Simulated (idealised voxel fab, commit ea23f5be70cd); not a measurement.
Name of the process module below: voxel gate over fins
The cross-section shown here is cut; it is 165 nm wide and divided into square cells measuring 5 nm on a side.
Cross-section layout: square cells on a grid; listed as bands, top to bottom; a band spans one or more cell rows. Band: top and bottom heights (nm) first, top before bottom; then materials from left to right, widths in nm. "all across" marks a sole material filling the band edge to edge. "air" denotes empty space. Height 0 is the level under which the wafer as received is all one material. The lowest band goes on downwards, as in "0 nm and below". The two numbers in a width such as "30..40" mark its ends across the band: the first belongs to the top row of cells, the second to the bottom row, and from each row to the next the width moves by the same amount. "remains unaltered" for a step: no cell of the cross-section changed in that step. Entry "Encapsulated voids". Content: empty spaces with no open connection to the top, size 8 cells or greater. Each: width x height at distance. Distance: from left edge. Unit: nm. The remark found on a step's line after its settings is issued by the simulator itself and pertains to that step. overlay nm: step with mask; distance mask lay right of planned place; negative value = left of planned place.

[This section lists the process steps that were planned]
1 RECEIVE (material Si)
2 CONFORMAL_DEP (material SiN; thk nm 5)
3 DIRECTIONAL_DEP (material aC; thk nm 15)
4 PATTERN (tone cover; mask id FINS; material resist; width nm 15; pitch nm 40; thk nm 35; overlay nm 0)
5 DIRECTIONAL_ETCH (etch materials aC; depth nm 15)
6 STRIP (etch materials resist)
7 DIRECTIONAL_ETCH (etch materials SiN; depth nm 5)
8 DIRECTIONAL_ETCH (etch materials Si; depth nm 35)
9 STRIP (etch materials aC)
10 FILL_DEP (material SiO2; thk nm 5)
11 CMP (height nm 5)
12 SELECTIVE_ETCH (etch materials SiO2; depth nm 15)
13 STRIP (etch materials SiN)
14 CONFORMAL_DEP (material HfO2; thk nm 5)
15 CONFORMAL_DEP (material TiN; thk nm 5)
16 FILL_DEP (material W; thk nm 15)
17 CMP (height nm 20)
18 CONFORMAL_DEP (material SiN; thk nm 10)

[Cross-section of the wafer upon arrival, representing the state reached after step 1]
> 0 nm and below = Si all across
> Encapsulated voids: none

[Final cross-section, module run with one mistake (start and plan as above)]
> 30 nm to 20 nm = SiN all across
> 20 nm to 10 nm = W all across
> 10 nm to 5 nm = W=5, TiN=35, W=5, TiN=35, W=5, TiN=35, W=5, TiN=35, W=5
> 5 nm to 0 nm = W=5, TiN=5, HfO2=25, TiN=5, W=5, TiN=5, HfO2=25, TiN=5, W=5, TiN=5, HfO2=25, TiN=5, W=5, TiN=5, HfO2=25, TiN=5, W=5
> 0 nm to -5 nm = TiN=10, HfO2=5, Si=15, HfO2=5, TiN=15, HfO2=5, Si=15, HfO2=5, TiN=15, HfO2=5, Si=15, HfO2=5, TiN=15, HfO2=5, Si=15, HfO2=5, TiN=10
> -5 nm to -10 nm = HfO2=15, Si=15, HfO2=25, Si=15, HfO2=25, Si=15, HfO2=25, Si=15, HfO2=15
> -10 nm to -70 nm = SiO2=15, Si=15, SiO2=25, Si=15, SiO2=25, Si=15, SiO2=25, Si=15, SiO2=15
> -70 nm and below = Si all across
> Encapsulated voids: none
In executing the process, a mistake was made relative to the plan: step 8 of the plan was twice carried out
